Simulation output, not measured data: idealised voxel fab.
process module | voxel wiring stack
cross-section cut | 260 nm wide | cells 5 nm
A cross-section is a grid of square cells, given in bands from the top down. A band is one or more rows of cells.
Each band's line starts with the height of the band's top and of its bottom, in nm. Then come its materials from left to right, each with its width in nm. One material with "throughout" fills the band from edge to edge. "air" is empty space.
Height 0 is the level under which the wafer as received is all one material. The lowest band goes on downwards, as in "0 down".
A width such as "30 to 40" changes by the same amount from each row of cells to the next, from the band's top row to its bottom row.
"no change" after a step means that no cell of the cross-section changed.
closed voids: empty space of 8 cells or more with no open way to the top, each as width x height at its distance from the left edge, in nm
after a step's settings: what the simulator itself notes on the step
overlay nm, on a step with a mask: how far to the right of its planned place the mask lay; to the left if negative
plan
1 op RECEIVE | material Si
2 op CONFORMAL_DEP | material SiO2 | thk nm 15
3 op CONFORMAL_DEP | material SiN | thk nm 5
4 op DIRECTIONAL_DEP | material lowk | thk nm 25
5 op DIRECTIONAL_DEP | material aC | thk nm 10
6 op PATTERN | tone open | mask id METAL_1 | material resist | width nm 25 | pitch nm 40 | thk nm 30 | overlay nm 0
7 op DIRECTIONAL_ETCH | etch materials aC | depth nm 10
8 op STRIP | etch materials resist
9 op DIRECTIONAL_ETCH | etch materials lowk | depth nm 25
10 op DIRECTIONAL_ETCH | etch materials SiN | depth nm 5
11 op STRIP | etch materials aC
12 op CONFORMAL_DEP | material TiN | thk nm 5
13 op FILL_DEP | material Ru | thk nm 10
14 op CMP | height nm 45
15 op EPI | material Ru | thk nm 5
16 op FILL_DEP | material SiCN | thk nm 5
17 op DIRECTIONAL_DEP | material lowk | thk nm 30
18 op DIRECTIONAL_DEP | material aC | thk nm 10
19 op PATTERN | tone open | mask id METAL_2_HOLES | material resist | width nm 15 | pitch nm 40 | thk nm 25 | overlay nm 0
20 op DIRECTIONAL_ETCH | etch materials aC | depth nm 10
21 op STRIP | etch materials resist
22 op DIRECTIONAL_ETCH | etch materials lowk | depth nm 30
23 op STRIP | etch materials aC
24 op PATTERN | tone open | mask id METAL_2 | material resist | width nm 25 | pitch nm 40 | thk nm 15 | overlay nm 0
25 op DIRECTIONAL_ETCH | etch materials lowk | depth nm 15
26 op DIRECTIONAL_ETCH | etch materials SiCN | depth nm 5
27 op STRIP | etch materials resist
28 op CONFORMAL_DEP | material TiN | thk nm 5
29 op FILL_DEP | material Cu | thk nm 5
30 op CMP | height nm 85
31 op CONFORMAL_DEP | material SiN | thk nm 5
first wafer, as planned
as received, after step 1
  0 down: Si throughout
  closed voids: none
after step 2
  15 to 0: SiO2 throughout
  below 0: unchanged
after step 3
  20 to 15: SiN throughout
  below 15: unchanged
after step 4
  45 to 20: lowk throughout
  below 20: unchanged
after step 5
  55 to 45: aC throughout
  below 45: unchanged
after step 6
  85 to 55: resist 55 | air 25 | resist 15 | air 25 | resist 15 | air 25 | resist 15 | air 25 | resist 60
  below 55: unchanged
after step 7
  75 to 55: resist 55 | air 25 | resist 15 | air 25 | resist 15 | air 25 | resist 15 | air 25 | resist 60
  55 to 45: aC 55 | air 25 | aC 15 | air 25 | aC 15 | air 25 | aC 15 | air 25 | aC 60
  below 45: unchanged
after step 8
  55 to 45: aC 55 | air 25 | aC 15 | air 25 | aC 15 | air 25 | aC 15 | air 25 | aC 60
  below 45: unchanged
after step 9
  55 to 45: aC 55 | air 25 | aC 15 | air 25 | aC 15 | air 25 | aC 15 | air 25 | aC 60
  45 to 20: lowk 55 | air 25 | lowk 15 | air 25 | lowk 15 | air 25 | lowk 15 | air 25 | lowk 60
  below 20: unchanged
after step 10
  55 to 45: aC 55 | air 25 | aC 15 | air 25 | aC 15 | air 25 | aC 15 | air 25 | aC 60
  45 to 20: lowk 55 | air 25 | lowk 15 | air 25 | lowk 15 | air 25 | lowk 15 | air 25 | lowk 60
  20 to 15: SiN 55 | air 25 | SiN 15 | air 25 | SiN 15 | air 25 | SiN 15 | air 25 | SiN 60
  below 15: unchanged
after step 11
  45 to 20: lowk 55 | air 25 | lowk 15 | air 25 | lowk 15 | air 25 | lowk 15 | air 25 | lowk 60
  below 20: unchanged
after step 12
  50 to 45: TiN 60 | air 15 | TiN 25 | air 15 | TiN 25 | air 15 | TiN 25 | air 15 | TiN 65
  45 to 20: lowk 55 | TiN 5 | air 15 | TiN 5 | lowk 15 | TiN 5 | air 15 | TiN 5 | lowk 15 | TiN 5 | air 15 | TiN 5 | lowk 15 | TiN 5 | air 15 | TiN 5 | lowk 60
  20 to 15: SiN 55 | TiN 25 | SiN 15 | TiN 25 | SiN 15 | TiN 25 | SiN 15 | TiN 25 | SiN 60
  below 15: unchanged
after step 13
  60 to 50: Ru throughout
  50 to 45: TiN 60 | Ru 15 | TiN 25 | Ru 15 | TiN 25 | Ru 15 | TiN 25 | Ru 15 | TiN 65
  45 to 20: lowk 55 | TiN 5 | Ru 15 | TiN 5 | lowk 15 | TiN 5 | Ru 15 | TiN 5 | lowk 15 | TiN 5 | Ru 15 | TiN 5 | lowk 15 | TiN 5 | Ru 15 | TiN 5 | lowk 60
  below 20: unchanged
after step 14
  45 to 20: lowk 55 | TiN 5 | Ru 15 | TiN 5 | lowk 15 | TiN 5 | Ru 15 | TiN 5 | lowk 15 | TiN 5 | Ru 15 | TiN 5 | lowk 15 | TiN 5 | Ru 15 | TiN 5 | lowk 60
  below 20: unchanged
after step 15
  50 to 45: air 50 | Ru 35 | air 5 | Ru 35 | air 5 | Ru 35 | air 5 | Ru 35 | air 55
  below 45: unchanged
after step 16
  55 to 50: SiCN throughout
  50 to 45: SiCN 50 | Ru 35 | SiCN 5 | Ru 35 | SiCN 5 | Ru 35 | SiCN 5 | Ru 35 | SiCN 55
  below 45: unchanged
after step 17
  85 to 55: lowk throughout
  below 55: unchanged
after step 18
  95 to 85: aC throughout
  below 85: unchanged
after step 19
  120 to 95: resist 55 | air 15 | resist 25 | air 15 | resist 25 | air 15 | resist 25 | air 15 | resist 70
  below 95: unchanged
after step 20
  110 to 95: resist 55 | air 15 | resist 25 | air 15 | resist 25 | air 15 | resist 25 | air 15 | resist 70
  95 to 85: aC 55 | air 15 | aC 25 | air 15 | aC 25 | air 15 | aC 25 | air 15 | aC 70
  below 85: unchanged
after step 21
  95 to 85: aC 55 | air 15 | aC 25 | air 15 | aC 25 | air 15 | aC 25 | air 15 | aC 70
  below 85: unchanged
after step 22
  95 to 85: aC 55 | air 15 | aC 25 | air 15 | aC 25 | air 15 | aC 25 | air 15 | aC 70
  85 to 55: lowk 55 | air 15 | lowk 25 | air 15 | lowk 25 | air 15 | lowk 25 | air 15 | lowk 70
  below 55: unchanged
after step 23
  85 to 55: lowk 55 | air 15 | lowk 25 | air 15 | lowk 25 | air 15 | lowk 25 | air 15 | lowk 70
  below 55: unchanged
after step 24
  100 to 85: resist 55 | air 25 | resist 15 | air 25 | resist 15 | air 25 | resist 15 | air 25 | resist 60
  below 85: unchanged
after step 25
  100 to 85: resist 55 | air 25 | resist 15 | air 25 | resist 15 | air 25 | resist 15 | air 25 | resist 60
  85 to 70: lowk 55 | air 25 | lowk 15 | air 25 | lowk 15 | air 25 | lowk 15 | air 25 | lowk 60
  below 70: unchanged
after step 26
  100 to 85: resist 55 | air 25 | resist 15 | air 25 | resist 15 | air 25 | resist 15 | air 25 | resist 60
  85 to 70: lowk 55 | air 25 | lowk 15 | air 25 | lowk 15 | air 25 | lowk 15 | air 25 | lowk 60
  70 to 55: lowk 55 | air 15 | lowk 25 | air 15 | lowk 25 | air 15 | lowk 25 | air 15 | lowk 70
  55 to 50: SiCN 55 | air 15 | SiCN 25 | air 15 | SiCN 25 | air 15 | SiCN 25 | air 15 | SiCN 70
  below 50: unchanged
after step 27
  85 to 70: lowk 55 | air 25 | lowk 15 | air 25 | lowk 15 | air 25 | lowk 15 | air 25 | lowk 60
  below 70: unchanged
after step 28
  90 to 85: TiN 60 | air 15 | TiN 25 | air 15 | TiN 25 | air 15 | TiN 25 | air 15 | TiN 65
  85 to 75: lowk 55 | TiN 5 | air 15 | TiN 5 | lowk 15 | TiN 5 | air 15 | TiN 5 | lowk 15 | TiN 5 | air 15 | TiN 5 | lowk 15 | TiN 5 | air 15 | TiN 5 | lowk 60
  75 to 70: lowk 55 | TiN 5 | air 5 | TiN 15 | lowk 15 | TiN 5 | air 5 | TiN 15 | lowk 15 | TiN 5 | air 5 | TiN 15 | lowk 15 | TiN 5 | air 5 | TiN 15 | lowk 60
  70 to 55: lowk 55 | TiN 5 | air 5 | TiN 5 | lowk 25 | TiN 5 | air 5 | TiN 5 | lowk 25 | TiN 5 | air 5 | TiN 5 | lowk 25 | TiN 5 | air 5 | TiN 5 | lowk 70
  55 to 50: SiCN 55 | TiN 15 | SiCN 25 | TiN 15 | SiCN 25 | TiN 15 | SiCN 25 | TiN 15 | SiCN 70
  below 50: unchanged
after step 29
  95 to 90: Cu throughout
  90 to 85: TiN 60 | Cu 15 | TiN 25 | Cu 15 | TiN 25 | Cu 15 | TiN 25 | Cu 15 | TiN 65
  85 to 75: lowk 55 | TiN 5 | Cu 15 | TiN 5 | lowk 15 | TiN 5 | Cu 15 | TiN 5 | lowk 15 | TiN 5 | Cu 15 | TiN 5 | lowk 15 | TiN 5 | Cu 15 | TiN 5 | lowk 60
  75 to 70: lowk 55 | TiN 5 | Cu 5 | TiN 15 | lowk 15 | TiN 5 | Cu 5 | TiN 15 | lowk 15 | TiN 5 | Cu 5 | TiN 15 | lowk 15 | TiN 5 | Cu 5 | TiN 15 | lowk 60
  70 to 55: lowk 55 | TiN 5 | Cu 5 | TiN 5 | lowk 25 | TiN 5 | Cu 5 | TiN 5 | lowk 25 | TiN 5 | Cu 5 | TiN 5 | lowk 25 | TiN 5 | Cu 5 | TiN 5 | lowk 70
  below 55: unchanged
after step 30
  85 to 75: lowk 55 | TiN 5 | Cu 15 | TiN 5 | lowk 15 | TiN 5 | Cu 15 | TiN 5 | lowk 15 | TiN 5 | Cu 15 | TiN 5 | lowk 15 | TiN 5 | Cu 15 | TiN 5 | lowk 60
  below 75: unchanged
after step 31
  90 to 85: SiN throughout
  below 85: unchanged
second wafer: like start, like plan, one mistake. Through step 1 it matches the first wafer
when step 2 should have ended: no change
when step 3 should have ended
  5 to 0: SiN throughout
  below 0: unchanged
when step 4 should have ended
  30 to 5: lowk throughout
  below 5: unchanged
when step 5 should have ended
  40 to 30: aC throughout
  below 30: unchanged
when step 6 should have ended
  70 to 40: resist 55 | air 25 | resist 15 | air 25 | resist 15 | air 25 | resist 15 | air 25 | resist 60
  below 40: unchanged
when step 7 should have ended
  60 to 40: resist 55 | air 25 | resist 15 | air 25 | resist 15 | air 25 | resist 15 | air 25 | resist 60
  40 to 30: aC 55 | air 25 | aC 15 | air 25 | aC 15 | air 25 | aC 15 | air 25 | aC 60
  below 30: unchanged
when step 8 should have ended
  40 to 30: aC 55 | air 25 | aC 15 | air 25 | aC 15 | air 25 | aC 15 | air 25 | aC 60
  below 30: unchanged
when step 9 should have ended
  40 to 30: aC 55 | air 25 | aC 15 | air 25 | aC 15 | air 25 | aC 15 | air 25 | aC 60
  30 to 5: lowk 55 | air 25 | lowk 15 | air 25 | lowk 15 | air 25 | lowk 15 | air 25 | lowk 60
  below 5: unchanged
when step 10 should have ended
  40 to 30: aC 55 | air 25 | aC 15 | air 25 | aC 15 | air 25 | aC 15 | air 25 | aC 60
  30 to 5: lowk 55 | air 25 | lowk 15 | air 25 | lowk 15 | air 25 | lowk 15 | air 25 | lowk 60
  5 to 0: SiN 55 | air 25 | SiN 15 | air 25 | SiN 15 | air 25 | SiN 15 | air 25 | SiN 60
  below 0: unchanged
when step 11 should have ended
  30 to 5: lowk 55 | air 25 | lowk 15 | air 25 | lowk 15 | air 25 | lowk 15 | air 25 | lowk 60
  below 5: unchanged
when step 12 should have ended
  35 to 30: TiN 60 | air 15 | TiN 25 | air 15 | TiN 25 | air 15 | TiN 25 | air 15 | TiN 65
  30 to 5: lowk 55 | TiN 5 | air 15 | TiN 5 | lowk 15 | TiN 5 | air 15 | TiN 5 | lowk 15 | TiN 5 | air 15 | TiN 5 | lowk 15 | TiN 5 | air 15 | TiN 5 | lowk 60
  5 to 0: SiN 55 | TiN 25 | SiN 15 | TiN 25 | SiN 15 | TiN 25 | SiN 15 | TiN 25 | SiN 60
  below 0: unchanged
when step 13 should have ended
  45 to 35: Ru throughout
  35 to 30: TiN 60 | Ru 15 | TiN 25 | Ru 15 | TiN 25 | Ru 15 | TiN 25 | Ru 15 | TiN 65
  30 to 5: lowk 55 | TiN 5 | Ru 15 | TiN 5 | lowk 15 | TiN 5 | Ru 15 | TiN 5 | lowk 15 | TiN 5 | Ru 15 | TiN 5 | lowk 15 | TiN 5 | Ru 15 | TiN 5 | lowk 60
  below 5: unchanged
when step 14 should have ended: no change
when step 15 should have ended
  50 to 35: Ru throughout
  below 35: unchanged
when step 16 should have ended
  55 to 50: SiCN throughout
  below 50: unchanged
when step 17 should have ended
  85 to 55: lowk throughout
  below 55: unchanged
when step 18 should have ended
  95 to 85: aC throughout
  below 85: unchanged
when step 19 should have ended
  120 to 95: resist 55 | air 15 | resist 25 | air 15 | resist 25 | air 15 | resist 25 | air 15 | resist 70
  below 95: unchanged
when step 20 should have ended
  110 to 95: resist 55 | air 15 | resist 25 | air 15 | resist 25 | air 15 | resist 25 | air 15 | resist 70
  95 to 85: aC 55 | air 15 | aC 25 | air 15 | aC 25 | air 15 | aC 25 | air 15 | aC 70
  below 85: unchanged
when step 21 should have ended
  95 to 85: aC 55 | air 15 | aC 25 | air 15 | aC 25 | air 15 | aC 25 | air 15 | aC 70
  below 85: unchanged
when step 22 should have ended
  95 to 85: aC 55 | air 15 | aC 25 | air 15 | aC 25 | air 15 | aC 25 | air 15 | aC 70
  85 to 55: lowk 55 | air 15 | lowk 25 | air 15 | lowk 25 | air 15 | lowk 25 | air 15 | lowk 70
  below 55: unchanged
when step 23 should have ended
  85 to 55: lowk 55 | air 15 | lowk 25 | air 15 | lowk 25 | air 15 | lowk 25 | air 15 | lowk 70
  below 55: unchanged
when step 24 should have ended
  100 to 85: resist 55 | air 25 | resist 15 | air 25 | resist 15 | air 25 | resist 15 | air 25 | resist 60
  below 85: unchanged
when step 25 should have ended
  100 to 85: resist 55 | air 25 | resist 15 | air 25 | resist 15 | air 25 | resist 15 | air 25 | resist 60
  85 to 70: lowk 55 | air 25 | lowk 15 | air 25 | lowk 15 | air 25 | lowk 15 | air 25 | lowk 60
  below 70: unchanged
when step 26 should have ended
  100 to 85: resist 55 | air 25 | resist 15 | air 25 | resist 15 | air 25 | resist 15 | air 25 | resist 60
  85 to 70: lowk 55 | air 25 | lowk 15 | air 25 | lowk 15 | air 25 | lowk 15 | air 25 | lowk 60
  70 to 55: lowk 55 | air 15 | lowk 25 | air 15 | lowk 25 | air 15 | lowk 25 | air 15 | lowk 70
  55 to 50: SiCN 55 | air 15 | SiCN 25 | air 15 | SiCN 25 | air 15 | SiCN 25 | air 15 | SiCN 70
  below 50: unchanged
when step 27 should have ended
  85 to 70: lowk 55 | air 25 | lowk 15 | air 25 | lowk 15 | air 25 | lowk 15 | air 25 | lowk 60
  below 70: unchanged
when step 28 should have ended
  90 to 85: TiN 60 | air 15 | TiN 25 | air 15 | TiN 25 | air 15 | TiN 25 | air 15 | TiN 65
  85 to 75: lowk 55 | TiN 5 | air 15 | TiN 5 | lowk 15 | TiN 5 | air 15 | TiN 5 | lowk 15 | TiN 5 | air 15 | TiN 5 | lowk 15 | TiN 5 | air 15 | TiN 5 | lowk 60
  75 to 70: lowk 55 | TiN 5 | air 5 | TiN 15 | lowk 15 | TiN 5 | air 5 | TiN 15 | lowk 15 | TiN 5 | air 5 | TiN 15 | lowk 15 | TiN 5 | air 5 | TiN 15 | lowk 60
  70 to 55: lowk 55 | TiN 5 | air 5 | TiN 5 | lowk 25 | TiN 5 | air 5 | TiN 5 | lowk 25 | TiN 5 | air 5 | TiN 5 | lowk 25 | TiN 5 | air 5 | TiN 5 | lowk 70
  55 to 50: SiCN 55 | TiN 15 | SiCN 25 | TiN 15 | SiCN 25 | TiN 15 | SiCN 25 | TiN 15 | SiCN 70
  below 50: unchanged
when step 29 should have ended
  95 to 90: Cu throughout
  90 to 85: TiN 60 | Cu 15 | TiN 25 | Cu 15 | TiN 25 | Cu 15 | TiN 25 | Cu 15 | TiN 65
  85 to 75: lowk 55 | TiN 5 | Cu 15 | TiN 5 | lowk 15 | TiN 5 | Cu 15 | TiN 5 | lowk 15 | TiN 5 | Cu 15 | TiN 5 | lowk 15 | TiN 5 | Cu 15 | TiN 5 | lowk 60
  75 to 70: lowk 55 | TiN 5 | Cu 5 | TiN 15 | lowk 15 | TiN 5 | Cu 5 | TiN 15 | lowk 15 | TiN 5 | Cu 5 | TiN 15 | lowk 15 | TiN 5 | Cu 5 | TiN 15 | lowk 60
  70 to 55: lowk 55 | TiN 5 | Cu 5 | TiN 5 | lowk 25 | TiN 5 | Cu 5 | TiN 5 | lowk 25 | TiN 5 | Cu 5 | TiN 5 | lowk 25 | TiN 5 | Cu 5 | TiN 5 | lowk 70
  below 55: unchanged
when step 30 should have ended
  85 to 75: lowk 55 | TiN 5 | Cu 15 | TiN 5 | lowk 15 | TiN 5 | Cu 15 | TiN 5 | lowk 15 | TiN 5 | Cu 15 | TiN 5 | lowk 15 | TiN 5 | Cu 15 | TiN 5 | lowk 60
  below 75: unchanged
when step 31 should have ended
  90 to 85: SiN throughout
  below 85: unchanged
what went wrong: step 2 was left out
at the end the second wafer has, in cells: 140 more of Ru | 24 fewer of SiCN | 156 fewer of SiO2 | 40 more of TiN
